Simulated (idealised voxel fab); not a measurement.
The process module that follows is named voxel wiring stack.
The width of the displayed cross-section, cut, is 205 nm; its cells are square, with a size of 5 nm.
Cross-section format: a grid of square cells, given as bands from top to bottom; each band is one or more rows of cells. Top height, bottom height, nm. Materials left to right, width each, nm. Single material + "full width" = fills band edge to edge. "blank" = empty. Heights from 0 (as-received wafer is one material below). Bottom band endless downward, as "0 down". Note: "30 to 40" means the width goes from the first number (top row of the band) to the second number (bottom row) in equal steps per row of cells. What does "no modifications" mean for a step? It means no cell of the cross-section changed in that step. "Unvented internal voids" means: voids of 8 cells or more that are shut off from the top with no open way through. Written width x height at distance, distance from the left edge, in nm. Read whatever lies past the settings on a step's line as the simulator's own remark about the step. You can add "overlay nm" to a step's line. For a step with a mask, it describes how far the mask lay to the right of its planned position, and a negative number describes a lay to the left.
### Listed below are the process steps as planned
1. RECEIVE,material Si
2. CONFORMAL_DEP,material SiO2,thk nm 10
3. DIRECTIONAL_DEP,material TiN,thk nm 5
4. DIRECTIONAL_DEP,material Ru,thk nm 15
5. MASKED_ETCH,tone cover,mask id METAL_1,width nm 25,pitch nm 45,etch materials Ru,depth nm 15,overlay nm 0
6. MASKED_ETCH,tone cover,mask id METAL_1,width nm 25,pitch nm 45,etch materials TiN,depth nm 5,overlay nm 0
7. FILL_DEP,material lowk,thk nm 5
8. CMP,height nm 30
9. CONFORMAL_DEP,material SiCN,thk nm 5
10. DIRECTIONAL_DEP,material lowk,thk nm 35
11. DIRECTIONAL_DEP,material aC,thk nm 15
12. PATTERN,tone open,mask id METAL_2_HOLES,material resist,width nm 15,pitch nm 45,thk nm 30,overlay nm 0
13. DIRECTIONAL_ETCH,etch materials aC,depth nm 15
14. STRIP,etch materials resist
15. DIRECTIONAL_ETCH,etch materials lowk,depth nm 35
16. STRIP,etch materials aC
17. PATTERN,tone open,mask id METAL_2,material resist,width nm 25,pitch nm 45,thk nm 20,overlay nm 0
18. DIRECTIONAL_ETCH,etch materials lowk,depth nm 20
19. DIRECTIONAL_ETCH,etch materials SiCN,depth nm 5
20. STRIP,etch materials resist
21. CONFORMAL_DEP,material TiN,thk nm 5
22. FILL_DEP,material Cu,thk nm 5
23. CMP,height nm 70
24. CONFORMAL_DEP,material SiCN,thk nm 5
25. DIRECTIONAL_DEP,material lowk,thk nm 20
26. PATTERN,tone open,mask id PLUG_2,material resist,width nm 15,pitch nm 90,thk nm 15,overlay nm 0
27. DIRECTIONAL_ETCH,etch materials lowk,depth nm 20
28. DIRECTIONAL_ETCH,etch materials SiCN,depth nm 5
29. STRIP,etch materials resist
30. CONFORMAL_DEP,material TiN,thk nm 5
31. FILL_DEP,material W,thk nm 10
32. CMP,height nm 95
33. DIRECTIONAL_DEP,material TiN,thk nm 5
34. DIRECTIONAL_DEP,material W,thk nm 15
35. MASKED_ETCH,tone cover,mask id METAL_3,width nm 25,pitch nm 45,etch materials W,depth nm 15,overlay nm 0
36. MASKED_ETCH,tone cover,mask id METAL_3,width nm 25,pitch nm 45,etch materials TiN,depth nm 5,overlay nm 0
37. CONFORMAL_DEP,material SiN,thk nm 5
38. FILL_DEP,material SiO2,thk nm 5
39. CMP,height nm 115
40. CONFORMAL_DEP,material SiCN,thk nm 5
### Cross-section of the wafer at receipt, which is the condition after step 1
	0 down = Si full width
	Unvented internal voids: none
### Final cross-section, module run with one mistake (start and plan as above)
	120 to 115 = SiCN full width
	115 to 100 = SiO2 (15)  SiN (5)  W (25)  SiN (5)  SiO2 (10)  SiN (5)  W (25)  SiN (5)  SiO2 (10)  SiN (5)  W (25)  SiN (5)  SiO2 (10)  SiN (5)  W (25)  SiN (5)  SiO2 (20)
	100 to 95 = SiN (20)  TiN (25)  SiN (20)  TiN (25)  SiN (20)  TiN (25)  SiN (20)  TiN (25)  SiN (25)
	95 to 75 = lowk (20)  TiN (5)  W (5)  TiN (5)  lowk (75)  TiN (5)  W (5)  TiN (5)  lowk (80)
	75 to 70 = SiCN (20)  TiN (15)  SiCN (75)  TiN (15)  SiCN (80)
	70 to 55 = lowk (20)  TiN (5)  Cu (15)  TiN (5)  lowk (20)  TiN (5)  Cu (15)  TiN (5)  lowk (20)  TiN (5)  Cu (15)  TiN (5)  lowk (20)  TiN (5)  Cu (15)  TiN (5)  lowk (25)
	55 to 50 = lowk (20)  TiN (5)  Cu (5)  TiN (15)  lowk (20)  TiN (5)  Cu (5)  TiN (15)  lowk (20)  TiN (5)  Cu (5)  TiN (15)  lowk (20)  TiN (5)  Cu (5)  TiN (15)  lowk (25)
	50 to 35 = lowk (20)  TiN (5)  Cu (5)  TiN (5)  lowk (30)  TiN (5)  Cu (5)  TiN (5)  lowk (30)  TiN (5)  Cu (5)  TiN (5)  lowk (30)  TiN (5)  Cu (5)  TiN (5)  lowk (35)
	35 to 30 = SiCN (20)  TiN (15)  SiCN (30)  TiN (15)  SiCN (30)  TiN (15)  SiCN (30)  TiN (15)  SiCN (35)
	30 to 25 = lowk full width
	25 to 10 = lowk (20)  Ru (25)  lowk (20)  Ru (25)  lowk (20)  Ru (25)  lowk (20)  Ru (25)  lowk (25)
	10 to 0 = SiO2 full width
	0 down = Si full width
	Unvented internal voids: none
What was the processing mistake? step 3 was dropped from the plan's execution and never run
